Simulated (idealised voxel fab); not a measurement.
Herein follows the process module entitled voxel released beams.
In the cross-section labelled cut, the width is 145 nm and each square cell is 5 nm.
Cross-sections here: square-cell grids, written as top-down lists of bands, a band being one or more rows of cells. Top height, bottom height, nm. Materials left to right, width each, nm. Single material + "throughout" = fills band edge to edge. "empty" = empty. A quick word on heights: they are counted from 0, and under that level the wafer as it came to us is one material throughout. The lowest band is different from the rest in having no bottom; it simply continues downward, written as in "0 down". The width entry "30->40" should be interpreted row by row: the top row of cells in the band takes the first number, the bottom row takes the second number, and the change between adjacent rows is uniform throughout. "no alteration" for a step: no cell of the cross-section changed in that step. In the "Trapped void list" entry, you get each enclosed empty space of 8 cells or more, one with no open way to the top, written width x height at distance, distance from the left edge, in nm. What comes after the settings on a step's line is commentary from the simulator itself on that step. The setting "overlay nm" may be written on the line of a step. When the step uses a mask, the value reports how far to the right of the planned place the mask lay, and a negative value reports that it lay to the left.

## plan
step 1: RECEIVE | material Si
step 2: CONFORMAL_DEP | material Al2O3 | thk nm 10
step 3: DIRECTIONAL_DEP | material SiO2 | thk nm 20
step 4: DIRECTIONAL_DEP | material aC | thk nm 15
step 5: PATTERN | tone open | mask id ANCHOR | material resist | width nm 25 | thk nm 30 | overlay nm 0
step 6: DIRECTIONAL_ETCH | etch materials aC | depth nm 15
step 7: STRIP | etch materials resist
step 8: DIRECTIONAL_ETCH | etch materials SiO2 | depth nm 20
step 9: STRIP | etch materials aC
step 10: CONFORMAL_DEP | material SiN | thk nm 10
step 11: PATTERN | tone cover | mask id BEAM | material resist | width nm 80 | thk nm 15 | overlay nm -15
step 12: DIRECTIONAL_ETCH | etch materials SiN | depth nm 10
step 13: STRIP | etch materials resist
step 14: STRIP | etch materials SiO2
The wafers in this document start out alike and differ in the overlay nm applied at step 11; the plan shows the value used for the first wafer.

## Cross-section of the first of several wafers on receipt, reflecting completion of step 1
* 0 down | Si throughout
* Trapped void list: none

## Wafer rows, end of module: cells per material gained (+) or lost (-) since receipt; closed voids last
overlay nm -15; +58 Al2O3; +48 SiN; Trapped void list: none
overlay nm -10; +58 Al2O3; +48 SiN; Trapped void list: none
overlay nm -5; +58 Al2O3; +48 SiN; Trapped void list: none
overlay nm 0; +58 Al2O3; +48 SiN; Trapped void list: none
overlay nm 5; +58 Al2O3; +48 SiN; Trapped void list: none
overlay nm 10; +58 Al2O3; +48 SiN; Trapped void list: none
overlay nm 15; +58 Al2O3; +48 SiN; Trapped void list: none
